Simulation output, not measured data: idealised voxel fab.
Proc. module: voxel capacitor over wiring
It is cross-section cut that appears here, measuring 270 nm in width, its square cells being 5 nm in size.
For the purposes of this document, a cross-section shall be understood as a grid of square cells, specified as bands listed in top-to-bottom order, each band consisting of one or more rows of cells. This entry defines a band. It first specifies the height of the band's top and the height of its bottom in nm, and then specifies the band's materials from left to right, stating each material with its width in nm. The word "full width" identifies a single material that fills the band from edge to edge, while the word "empty" identifies empty space. Height is counted from the level 0, under which the received wafer is composed throughout of one material. The lowest of the bands is not closed at the bottom but continues downward, in the notation "0 and below". It should be noted that a width expressed as "30->40" varies in equal increments from row to row of cells within the band, taking the value of the first number at the top row and that of the second number at the bottom row. Step marked "all unchanged"? Then no cell in the cross-section changed in it. Enclosed voids (no open way to top), threshold 8 cells or more, entry "Entrapped void list", notation width x height at distance, distance from left edge, nm. The remark found on a step's line after its settings is issued by the simulator itself and pertains to that step. overlay nm: where the mask lay relative to plan, measured to the right, on steps with a mask; negatives go left.
### This section lists the process steps that were planned
1: RECEIVE,material Si
2: CONFORMAL_DEP,material SiO2,thk nm 15
3: CONFORMAL_DEP,material SiN,thk nm 5
4: DIRECTIONAL_DEP,material SiO2,thk nm 20
5: DIRECTIONAL_DEP,material aC,thk nm 15
6: PATTERN,tone open,mask id METAL_1,material resist,width nm 30,pitch nm 80,thk nm 35,overlay nm 0
7: DIRECTIONAL_ETCH,etch materials aC,depth nm 15
8: STRIP,etch materials resist
9: DIRECTIONAL_ETCH,etch materials SiO2,depth nm 20
10: DIRECTIONAL_ETCH,etch materials SiN,depth nm 5
11: STRIP,etch materials aC
12: CONFORMAL_DEP,material TiN,thk nm 5
13: FILL_DEP,material Cu,thk nm 5
14: CMP,height nm 40
15: CONFORMAL_DEP,material SiCN,thk nm 5
16: DIRECTIONAL_DEP,material lowk,thk nm 20
17: MASKED_ETCH,tone open,mask id PLUG_1,width nm 15,etch materials lowk,depth nm 20,overlay nm 0
18: MASKED_ETCH,tone open,mask id PLUG_1,width nm 15,etch materials SiCN,depth nm 5,overlay nm 0
19: CONFORMAL_DEP,material TiN,thk nm 5
20: FILL_DEP,material Cu,thk nm 5
21: CMP,height nm 65
22: DIRECTIONAL_DEP,material TiN,thk nm 10
23: DIRECTIONAL_DEP,material HfO2,thk nm 5
24: DIRECTIONAL_DEP,material TiN,thk nm 5
25: PATTERN,tone cover,mask id UPPER_PLATE,material resist,width nm 55,thk nm 15,overlay nm 0
26: DIRECTIONAL_ETCH,etch materials TiN,depth nm 5
27: DIRECTIONAL_ETCH,etch materials HfO2,depth nm 5
28: STRIP,etch materials resist
29: DIRECTIONAL_DEP,material aC,thk nm 10
30: PATTERN,tone cover,mask id LOWER_PLATE,material resist,width nm 65,thk nm 25,overlay nm 0
31: DIRECTIONAL_ETCH,etch materials aC,depth nm 10
32: STRIP,etch materials resist
33: DIRECTIONAL_ETCH,etch materials TiN,depth nm 10
34: STRIP,etch materials aC
35: FILL_DEP,material SiO2,thk nm 15
36: CMP,height nm 95
37: DIRECTIONAL_DEP,material aC,thk nm 10
38: PATTERN,tone open,mask id PLUG_2,material resist,width nm 15,thk nm 30,overlay nm 0
39: DIRECTIONAL_ETCH,etch materials aC,depth nm 10
40: STRIP,etch materials resist
41: DIRECTIONAL_ETCH,etch materials SiO2,depth nm 10
42: STRIP,etch materials aC
43: CONFORMAL_DEP,material TiN,thk nm 5
44: FILL_DEP,material Ru,thk nm 5
45: CMP,height nm 95
46: CONFORMAL_DEP,material SiN,thk nm 5
### The first of a set of two wafers, run to plan
### As received (post step 1): cross-section
* 0 and below: Si full width
* Entrapped void list: none
### So this is the wafer cross-section right after step 2
* 15 down to 0: SiO2 full width
* Heights below 0 show no change.
### So this is the wafer cross-section right after step 3
* 20 down to 15: SiN full width
* Heights below 15 show no change.
### So this is the wafer cross-section right after step 4
* 40 down to 20: SiO2 full width
* Heights below 20 show no change.
### So this is the wafer cross-section right after step 5
* 55 down to 40: aC full width
* Heights below 40 show no change.
### So this is the wafer cross-section right after step 6
* 90 down to 55: resist (80)  empty (30)  resist (50)  empty (30)  resist (80)
* Heights below 55 show no change.
### So this is the wafer cross-section right after step 7
* 75 down to 55: resist (80)  empty (30)  resist (50)  empty (30)  resist (80)
* 55 down to 40: aC (80)  empty (30)  aC (50)  empty (30)  aC (80)
* Heights below 40 show no change.
### So this is the wafer cross-section right after step 8
* 55 down to 40: aC (80)  empty (30)  aC (50)  empty (30)  aC (80)
* Heights below 40 show no change.
### So this is the wafer cross-section right after step 9
* 55 down to 40: aC (80)  empty (30)  aC (50)  empty (30)  aC (80)
* 40 down to 20: SiO2 (80)  empty (30)  SiO2 (50)  empty (30)  SiO2 (80)
* Heights below 20 show no change.
### So this is the wafer cross-section right after step 10
* 55 down to 40: aC (80)  empty (30)  aC (50)  empty (30)  aC (80)
* 40 down to 20: SiO2 (80)  empty (30)  SiO2 (50)  empty (30)  SiO2 (80)
* 20 down to 15: SiN (80)  empty (30)  SiN (50)  empty (30)  SiN (80)
* Heights below 15 show no change.
### So this is the wafer cross-section right after step 11
* 40 down to 20: SiO2 (80)  empty (30)  SiO2 (50)  empty (30)  SiO2 (80)
* Heights below 20 show no change.
### So this is the wafer cross-section right after step 12
* 45 down to 40: TiN (85)  empty (20)  TiN (60)  empty (20)  TiN (85)
* 40 down to 20: SiO2 (80)  TiN (5)  empty (20)  TiN (5)  SiO2 (50)  TiN (5)  empty (20)  TiN (5)  SiO2 (80)
* 20 down to 15: SiN (80)  TiN (30)  SiN (50)  TiN (30)  SiN (80)
* Heights below 15 show no change.
### So this is the wafer cross-section right after step 13
* 50 down to 45: Cu full width
* 45 down to 40: TiN (85)  Cu (20)  TiN (60)  Cu (20)  TiN (85)
* 40 down to 20: SiO2 (80)  TiN (5)  Cu (20)  TiN (5)  SiO2 (50)  TiN (5)  Cu (20)  TiN (5)  SiO2 (80)
* Heights below 20 show no change.
### So this is the wafer cross-section right after step 14
* 40 down to 20: SiO2 (80)  TiN (5)  Cu (20)  TiN (5)  SiO2 (50)  TiN (5)  Cu (20)  TiN (5)  SiO2 (80)
* Heights below 20 show no change.
### So this is the wafer cross-section right after step 15
* 45 down to 40: SiCN full width
* Heights below 40 show no change.
### So this is the wafer cross-section right after step 16
* 65 down to 45: lowk full width
* Heights below 45 show no change.
### So this is the wafer cross-section right after step 17
* 65 down to 45: lowk (95)  empty (15)  lowk (160)
* Heights below 45 show no change.
### So this is the wafer cross-section right after step 18
* 65 down to 45: lowk (95)  empty (15)  lowk (160)
* 45 down to 40: SiCN (95)  empty (15)  SiCN (160)
* Heights below 40 show no change.
### So this is the wafer cross-section right after step 19
* 70 down to 65: TiN (100)  empty (5)  TiN (165)
* 65 down to 45: lowk (95)  TiN (5)  empty (5)  TiN (5)  lowk (160)
* 45 down to 40: SiCN (95)  TiN (15)  SiCN (160)
* Heights below 40 show no change.
### So this is the wafer cross-section right after step 20
* 75 down to 70: Cu full width
* 70 down to 65: TiN (100)  Cu (5)  TiN (165)
* 65 down to 45: lowk (95)  TiN (5)  Cu (5)  TiN (5)  lowk (160)
* Heights below 45 show no change.
### So this is the wafer cross-section right after step 21
* 65 down to 45: lowk (95)  TiN (5)  Cu (5)  TiN (5)  lowk (160)
* Heights below 45 show no change.
### So this is the wafer cross-section right after step 22
* 75 down to 65: TiN full width
* Heights below 65 show no change.
### So this is the wafer cross-section right after step 23
* 80 down to 75: HfO2 full width
* Heights below 75 show no change.
### So this is the wafer cross-section right after step 24
* 85 down to 80: TiN full width
* Heights below 80 show no change.
### So this is the wafer cross-section right after step 25
* 100 down to 85: empty (95)  resist (55)  empty (120)
* Heights below 85 show no change.
### So this is the wafer cross-section right after step 26
* 100 down to 85: empty (95)  resist (55)  empty (120)
* 85 down to 80: empty (95)  TiN (55)  empty (120)
* Heights below 80 show no change.
### So this is the wafer cross-section right after step 27
* 100 down to 85: empty (95)  resist (55)  empty (120)
* 85 down to 80: empty (95)  TiN (55)  empty (120)
* 80 down to 75: empty (95)  HfO2 (55)  empty (120)
* Heights below 75 show no change.
### So this is the wafer cross-section right after step 28
* 85 down to 80: empty (95)  TiN (55)  empty (120)
* Heights below 80 show no change.
### So this is the wafer cross-section right after step 29
* 95 down to 85: empty (95)  aC (55)  empty (120)
* 85 down to 80: aC (95)  TiN (55)  aC (120)
* 80 down to 75: aC (95)  HfO2 (55)  aC (120)
* Heights below 75 show no change.
### So this is the wafer cross-section right after step 30
* 120 down to 95: empty (90)  resist (65)  empty (115)
* 95 down to 85: empty (90)  resist (5)  aC (55)  resist (5)  empty (115)
* Heights below 85 show no change.
### So this is the wafer cross-section right after step 31
* 110 down to 95: empty (90)  resist (65)  empty (115)
* 95 down to 85: empty (90)  resist (5)  aC (55)  resist (5)  empty (115)
* 85 down to 80: empty (90)  aC (5)  TiN (55)  aC (5)  empty (115)
* 80 down to 75: empty (90)  aC (5)  HfO2 (55)  aC (5)  empty (115)
* Heights below 75 show no change.
### So this is the wafer cross-section right after step 32
* 95 down to 85: empty (95)  aC (55)  empty (120)
* Heights below 85 show no change.
### So this is the wafer cross-section right after step 33
* 95 down to 85: empty (95)  aC (55)  empty (120)
* 85 down to 80: empty (90)  aC (5)  TiN (55)  aC (5)  empty (115)
* 80 down to 75: empty (90)  aC (5)  HfO2 (55)  aC (5)  empty (115)
* 75 down to 65: empty (90)  TiN (65)  empty (115)
* Heights below 65 show no change.
### So this is the wafer cross-section right after step 34
* 85 down to 80: empty (95)  TiN (55)  empty (120)
* 80 down to 75: empty (95)  HfO2 (55)  empty (120)
* Heights below 75 show no change.
### So this is the wafer cross-section right after step 35
* 100 down to 85: SiO2 full width
* 85 down to 80: SiO2 (95)  TiN (55)  SiO2 (120)
* 80 down to 75: SiO2 (95)  HfO2 (55)  SiO2 (120)
* 75 down to 65: SiO2 (90)  TiN (65)  SiO2 (115)
* Heights below 65 show no change.
### So this is the wafer cross-section right after step 36
* 95 down to 85: SiO2 full width
* Heights below 85 show no change.
### So this is the wafer cross-section right after step 37
* 105 down to 95: aC full width
* Heights below 95 show no change.
### So this is the wafer cross-section right after step 38
* 135 down to 105: resist (105)  empty (15)  resist (150)
* Heights below 105 show no change.
### So this is the wafer cross-section right after step 39
* 125 down to 105: resist (105)  empty (15)  resist (150)
* 105 down to 95: aC (105)  empty (15)  aC (150)
* Heights below 95 show no change.
### So this is the wafer cross-section right after step 40
* 105 down to 95: aC (105)  empty (15)  aC (150)
* Heights below 95 show no change.
### So this is the wafer cross-section right after step 41
* 105 down to 95: aC (105)  empty (15)  aC (150)
* 95 down to 85: SiO2 (105)  empty (15)  SiO2 (150)
* Heights below 85 show no change.
### So this is the wafer cross-section right after step 42
* 95 down to 85: SiO2 (105)  empty (15)  SiO2 (150)
* Heights below 85 show no change.
### So this is the wafer cross-section right after step 43
* 100 down to 95: TiN (110)  empty (5)  TiN (155)
* 95 down to 90: SiO2 (105)  TiN (5)  empty (5)  TiN (5)  SiO2 (150)
* 90 down to 80: SiO2 (105->95)  TiN (15->55)  SiO2 (150->120)
* Heights below 80 show no change.
### So this is the wafer cross-section right after step 44
* 105 down to 100: Ru full width
* 100 down to 95: TiN (110)  Ru (5)  TiN (155)
* 95 down to 90: SiO2 (105)  TiN (5)  Ru (5)  TiN (5)  SiO2 (150)
* Heights below 90 show no change.
### So this is the wafer cross-section right after step 45
* 95 down to 90: SiO2 (105)  TiN (5)  Ru (5)  TiN (5)  SiO2 (150)
* Heights below 90 show no change.
### So this is the wafer cross-section right after step 46
* 100 down to 95: SiN full width
* Heights below 95 show no change.
### second wafer: like start, like plan, one mistake. Through step 29 it matches the first wafer
### Cross-section of the second wafer when, according to plan, step 30 should have finished
* 120 down to 95: empty (100)  resist (65)  empty (105)
* 95 down to 85: empty (95)  aC (55)  resist (15)  empty (105)
* Heights below 85 show no change.
### Cross-section of the second wafer when, according to plan, step 31 should have finished
* 110 down to 95: empty (100)  resist (65)  empty (105)
* 95 down to 85: empty (100)  aC (50)  resist (15)  empty (105)
* 85 down to 80: empty (95)  TiN (55)  aC (15)  empty (105)
* 80 down to 75: empty (95)  HfO2 (55)  aC (15)  empty (105)
* Heights below 75 show no change.
### Cross-section of the second wafer when, according to plan, step 32 should have finished
* 95 down to 85: empty (100)  aC (50)  empty (120)
* Heights below 85 show no change.
### Cross-section of the second wafer when, according to plan, step 33 should have finished
* 95 down to 85: empty (100)  aC (50)  empty (120)
* 85 down to 80: empty (100)  TiN (50)  aC (15)  empty (105)
* 80 down to 75: empty (95)  HfO2 (55)  aC (15)  empty (105)
* 75 down to 65: empty (95)  TiN (70)  empty (105)
* Heights below 65 show no change.
### Cross-section of the second wafer when, according to plan, step 34 should have finished
* 85 down to 80: empty (100)  TiN (50)  empty (120)
* 80 down to 75: empty (95)  HfO2 (55)  empty (120)
* Heights below 75 show no change.
### Cross-section of the second wafer when, according to plan, step 35 should have finished
* 100 down to 85: SiO2 full width
* 85 down to 80: SiO2 (100)  TiN (50)  SiO2 (120)
* 80 down to 75: SiO2 (95)  HfO2 (55)  SiO2 (120)
* 75 down to 65: SiO2 (95)  TiN (70)  SiO2 (105)
* Heights below 65 show no change.
### Cross-section of the second wafer when, according to plan, step 36 should have finished
* 95 down to 85: SiO2 full width
* Heights below 85 show no change.
### Cross-section of the second wafer when, according to plan, step 37 should have finished
* 105 down to 95: aC full width
* Heights below 95 show no change.
### Cross-section of the second wafer when, according to plan, step 38 should have finished
* 135 down to 105: resist (105)  empty (15)  resist (150)
* Heights below 105 show no change.
### Cross-section of the second wafer when, according to plan, step 39 should have finished
* 125 down to 105: resist (105)  empty (15)  resist (150)
* 105 down to 95: aC (105)  empty (15)  aC (150)
* Heights below 95 show no change.
### Cross-section of the second wafer when, according to plan, step 40 should have finished
* 105 down to 95: aC (105)  empty (15)  aC (150)
* Heights below 95 show no change.
### Cross-section of the second wafer when, according to plan, step 41 should have finished
* 105 down to 95: aC (105)  empty (15)  aC (150)
* 95 down to 85: SiO2 (105)  empty (15)  SiO2 (150)
* Heights below 85 show no change.
### Cross-section of the second wafer when, according to plan, step 42 should have finished
* 95 down to 85: SiO2 (105)  empty (15)  SiO2 (150)
* Heights below 85 show no change.
### Cross-section of the second wafer when, according to plan, step 43 should have finished
* 100 down to 95: TiN (110)  empty (5)  TiN (155)
* 95 down to 90: SiO2 (105)  TiN (5)  empty (5)  TiN (5)  SiO2 (150)
* 90 down to 80: SiO2 (105->100)  TiN (15->50)  SiO2 (150->120)
* Heights below 80 show no change.
### Cross-section of the second wafer when, according to plan, step 44 should have finished
* 105 down to 100: Ru full width
* 100 down to 95: TiN (110)  Ru (5)  TiN (155)
* 95 down to 90: SiO2 (105)  TiN (5)  Ru (5)  TiN (5)  SiO2 (150)
* Heights below 90 show no change.
### Cross-section of the second wafer when, according to plan, step 45 should have finished
* 95 down to 90: SiO2 (105)  TiN (5)  Ru (5)  TiN (5)  SiO2 (150)
* Heights below 90 show no change.
### Cross-section of the second wafer when, according to plan, step 46 should have finished
* 100 down to 95: SiN full width
* Heights below 95 show no change.
Error vs. plan: step 30 was not run as planned; what actually ran was PATTERN,tone cover,mask id LOWER_PLATE,material resist,width nm 65,thk nm 25,overlay nm 10
Looking at both finished wafers in cells, the second ends up ahead of or behind the first on some materials: SiO2: 1 fewer, TiN: 1 more
